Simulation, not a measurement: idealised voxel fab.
process module | voxel local oxidation
cross-section cut | 265 nm wide | cells 5 nm
A cross-section is a grid of square cells, given in bands from the top down. A band is one or more rows of cells.
Each band's line starts with the height of the band's top and of its bottom, in nm. Then come its materials from left to right, each with its width in nm. One material with "throughout" fills the band from edge to edge. "air" is empty space.
Height 0 is the level under which the wafer as received is all one material. The lowest band goes on downwards, as in "0 down".
A width such as "30 to 40" changes by the same amount from each row of cells to the next, from the band's top row to its bottom row.
"no change" after a step means that no cell of the cross-section changed.
closed voids: empty space of 8 cells or more with no open way to the top, each as width x height at its distance from the left edge, in nm
after a step's settings: what the simulator itself notes on the step
overlay nm, on a step with a mask: how far to the right of its planned place the mask lay; to the left if negative
plan
1 op RECEIVE | material Si
2 op OXIDIZE | depth nm 5
3 op CONFORMAL_DEP | material SiN | thk nm 5
4 op MASKED_ETCH | tone cover | mask id ACTIVE | width nm 105 | pitch nm 125 | etch materials SiN | depth nm 15 | overlay nm 0
5 op SELECTIVE_ETCH | etch materials SiO2 | depth nm 5
6 op OXIDIZE | depth nm 15
7 op STRIP | etch materials SiN
varied across the wafers: thk nm of step 3. The plan shows the first wafer's value. All wafers start alike
first wafer as received, after step 1
  0 down: Si throughout
  closed voids: none
each wafer at the end: cells of each material gained (+) or lost (-) since it was received, then its closed voids
thk nm 5 | -134 Si | +119 SiO2 | closed voids: none
thk nm 10 | -134 Si | +119 SiO2 | closed voids: none
thk nm 15 | -134 Si | +119 SiO2 | closed voids: none
thk nm 20 | -53 Si | +53 SiO2 | closed voids: none
thk nm 25 | -53 Si | +53 SiO2 | closed voids: none
thk nm 30 | -53 Si | +53 SiO2 | closed voids: none
